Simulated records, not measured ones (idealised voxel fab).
process module | voxel released beams
cross-section cut | 145 nm wide | cells 5 nm
A cross-section is a grid of square cells, given in bands from the top down. A band is one or more rows of cells.
Each band's line starts with the height of the band's top and of its bottom, in nm. Then come its materials from left to right, each with its width in nm. One material with "throughout" fills the band from edge to edge. "air" is empty space.
Height 0 is the level under which the wafer as received is all one material. The lowest band goes on downwards, as in "0 down".
A width such as "30 to 40" changes by the same amount from each row of cells to the next, from the band's top row to its bottom row.
"no change" after a step means that no cell of the cross-section changed.
closed voids: empty space of 8 cells or more with no open way to the top, each as width x height at its distance from the left edge, in nm
after a step's settings: what the simulator itself notes on the step
overlay nm, on a step with a mask: how far to the right of its planned place the mask lay; to the left if negative
plan
1 op RECEIVE | material Si
2 op CONFORMAL_DEP | material Al2O3 | thk nm 10
3 op DIRECTIONAL_DEP | material SiO2 | thk nm 15
4 op DIRECTIONAL_DEP | material aC | thk nm 10
5 op PATTERN | tone open | mask id ANCHOR | material resist | width nm 45 | thk nm 25 | overlay nm -5
6 op DIRECTIONAL_ETCH | etch materials aC | depth nm 10
7 op STRIP | etch materials resist
8 op DIRECTIONAL_ETCH | etch materials SiO2 | depth nm 15
9 op STRIP | etch materials aC
10 op CONFORMAL_DEP | material polySi | thk nm 15
11 op PATTERN | tone cover | mask id BEAM | material resist | width nm 110 | thk nm 20 | overlay nm 0
12 op DIRECTIONAL_ETCH | etch materials polySi | depth nm 15
13 op STRIP | etch materials resist
14 op STRIP | etch materials SiO2
varied across the wafers: overlay nm of step 5. The plan shows the first wafer's value. All wafers start alike
first wafer as received, after step 1
  0 down: Si throughout
  closed voids: none
each wafer at the end: cells of each material gained (+) or lost (-) since it was received, then its closed voids
overlay nm -5 | +58 Al2O3 | +84 polySi | closed voids: none
overlay nm 0 | +58 Al2O3 | +84 polySi | closed voids: none
overlay nm 5 | +58 Al2O3 | +84 polySi | closed voids: none
overlay nm 10 | +58 Al2O3 | +84 polySi | closed voids: none
overlay nm 15 | +58 Al2O3 | +84 polySi | closed voids: none
